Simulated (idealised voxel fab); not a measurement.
Herein follows the process module entitled voxel trench capacitor.
Cross-section cut spans 270 nm and uses square cells 5 nm in size.
In what follows, cross-sections appear as grids of square cells, described through bands that run from the top down, where every band is one or more rows of cells. The entry gives the band's vertical extent as a top height and a bottom height in nm, then its horizontal make-up as materials from left to right, each with a width in nm. "air" stands for empty space; a single material marked "full width" fills the band edge to edge. Heights from 0 (as-received wafer is one material below). Bottom band endless downward, as "top 0, no bottom". Width: "30 to 40" (first number = top row, second number = bottom row, same change from row to row of cells). The designation "no alteration", where it is given for a processing step, indicates that no cell of the cross-section was altered in the course of that step. Empty spaces without an open route to the top, at least 8 cells in extent, make up the entry "Fully closed voids"; each is given as width x height at distance, where the distance is measured from the left edge, and all are in nm. Whatever follows a step's settings on its line is a remark the simulator itself makes about that step. "overlay nm" denotes, for a step that has a mask, the displacement of the mask to the right of its planned place, with negative values corresponding to the left.

List of planned process steps:
| 1 | RECEIVE with material Si |
| 2 | CONFORMAL_DEP with material SiN, thk nm 5 |
| 3 | PATTERN with tone open, mask id TRENCH, material resist, width nm 25, pitch nm 50, thk nm 20, overlay nm 0 |
| 4 | DIRECTIONAL_ETCH with etch materials SiN, depth nm 5 |
| 5 | DIRECTIONAL_ETCH with etch materials Si, depth nm 40 |
| 6 | STRIP with etch materials resist |
| 7 | CONFORMAL_DEP with material SiO2, thk nm 5 |
| 8 | FILL_DEP with material polySi, thk nm 5 |
| 9 | CMP with height nm 5 |
Don't read the plan's thk nm for step 2 as applying to every wafer: that's the first wafer's value, and the wafers differ in it, though they all start identical.

Received wafers, first of several: cross-section after step 1:
- top 0, no bottom | Si full width
- Fully closed voids: none

End-of-module cross-section, first of several wafers, after last step 9:
- top 5, bottom 0 | SiN 70  SiO2 5  polySi 15  SiO2 5  SiN 25  SiO2 5  polySi 15  SiO2 5  SiN 25  SiO2 5  polySi 15  SiO2 5  SiN 75
- top 0, bottom -35 | Si 70  SiO2 5  polySi 15  SiO2 5  Si 25  SiO2 5  polySi 15  SiO2 5  Si 25  SiO2 5  polySi 15  SiO2 5  Si 75
- top -35, bottom -40 | Si 70  SiO2 25  Si 25  SiO2 25  Si 25  SiO2 25  Si 75
- top -40, no bottom | Si full width
- Fully closed voids: none

Final wafer of several, shown in cross-section at the end of the module:
- top 5, bottom 0 | SiN full width
- top 0, no bottom | Si full width
- Fully closed voids: none

Table: wafers, a row each; end-of-module cell change per material since receipt, gain (+), loss (-); then closed voids:
thk nm 5 | -120 Si | +39 SiN | +63 SiO2 | +72 polySi | Fully closed voids: none
thk nm 10 | +54 SiN | Fully closed voids: none
thk nm 15 | +54 SiN | Fully closed voids: none
thk nm 20 | +54 SiN | Fully closed voids: none
